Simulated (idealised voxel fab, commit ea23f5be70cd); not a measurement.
voxel wiring stack: a process module
255 nm wide, 5 nm square cells: that's cross-section cut.
A cross-section is written here as square cells arranged in a grid, and it is given in bands from the top down, each band taking up one or more rows of cells. Quick guide to a band line: top height, bottom height (nm) up front; then every material left to right with its width in nm. Only one material and it's marked "edge to edge"? Then it fills the band edge to edge. And "blank" just means empty space. All heights in this document are referenced to 0, defined as the level beneath which the wafer, as received, consists entirely of one material. The lowest band is not bounded below; it extends indefinitely downward and is written in the form "0 -> down". Note: "30 to 40" means the width goes from the first number (top row of the band) to the second number (bottom row) in equal steps per row of cells. "identical to before" means the step left every cell of the cross-section as it was. The entry titled "Enclosed cavities" provides the empty spaces that have no open way to the top, restricted to those of 8 cells or more. Each is presented as width x height at distance, the distance being measured from the left edge, with all three in nm. Heads up: the bit after the settings on a step's line is the simulator's remark on that step. You can add "overlay nm" to a step's line. For a step with a mask, it describes how far the mask lay to the right of its planned position, and a negative number describes a lay to the left.
## Planned step list for the process
- 1: RECEIVE with material Si
- 2: CONFORMAL_DEP with material SiO2, thk nm 15
- 3: DIRECTIONAL_DEP with material TiN, thk nm 5
- 4: DIRECTIONAL_DEP with material Ru, thk nm 25
- 5: MASKED_ETCH with tone cover, mask id METAL_1, width nm 25, pitch nm 40, etch materials Ru, depth nm 25, overlay nm 0
- 6: MASKED_ETCH with tone cover, mask id METAL_1, width nm 25, pitch nm 40, etch materials TiN, depth nm 5, overlay nm 0
- 7: FILL_DEP with material SiO2, thk nm 10
- 8: CMP with height nm 45
- 9: CONFORMAL_DEP with material SiCN, thk nm 5
- 10: DIRECTIONAL_DEP with material lowk, thk nm 15
- 11: PATTERN with tone open, mask id PLUG_1, material resist, width nm 15, pitch nm 40, thk nm 15, overlay nm 0
- 12: DIRECTIONAL_ETCH with etch materials lowk, depth nm 15
- 13: DIRECTIONAL_ETCH with etch materials SiCN, depth nm 5
- 14: STRIP with etch materials resist
- 15: EPI with material Ru, thk nm 10
- 16: EPI with material Ru, thk nm 10
- 17: DIRECTIONAL_DEP with material TiN, thk nm 5
- 18: DIRECTIONAL_DEP with material Ru, thk nm 20
- 19: PATTERN with tone cover, mask id METAL_2, material resist, width nm 25, pitch nm 40, thk nm 20, overlay nm 0
- 20: DIRECTIONAL_ETCH with etch materials Ru, depth nm 10
- 21: DIRECTIONAL_ETCH with etch materials TiN, depth nm 5
- 22: STRIP with etch materials resist
- 23: FILL_DEP with material lowk, thk nm 10
- 24: CMP with height nm 90
- 25: CONFORMAL_DEP with material SiN, thk nm 5
Wafer-to-wafer difference: depth nm, step 20. Common start. Plan = first wafer's value.
## As-received cross-section, first of several wafers, post step 1
- 0 -> down: Si edge to edge
- Enclosed cavities: none
## The following table contains a row per wafer, in which are reported, at the conclusion of the module, the cells of each material gained (+) or lost (-) since the wafer's receipt, with its closed voids given thereafter
depth nm 10; +196 Ru; +45 SiCN; +51 SiN; +399 SiO2; +61 TiN; +217 lowk; Enclosed cavities: none
depth nm 15; +155 Ru; +45 SiCN; +51 SiN; +399 SiO2; +61 TiN; +258 lowk; Enclosed cavities: none
depth nm 20; +114 Ru; +45 SiCN; +51 SiN; +399 SiO2; +20 TiN; +340 lowk; Enclosed cavities: none
depth nm 25; +114 Ru; +45 SiCN; +51 SiN; +399 SiO2; +20 TiN; +340 lowk; Enclosed cavities: none
depth nm 30; +114 Ru; +45 SiCN; +51 SiN; +399 SiO2; +20 TiN; +340 lowk; Enclosed cavities: none
depth nm 35; +114 Ru; +45 SiCN; +51 SiN; +399 SiO2; +20 TiN; +340 lowk; Enclosed cavities: none
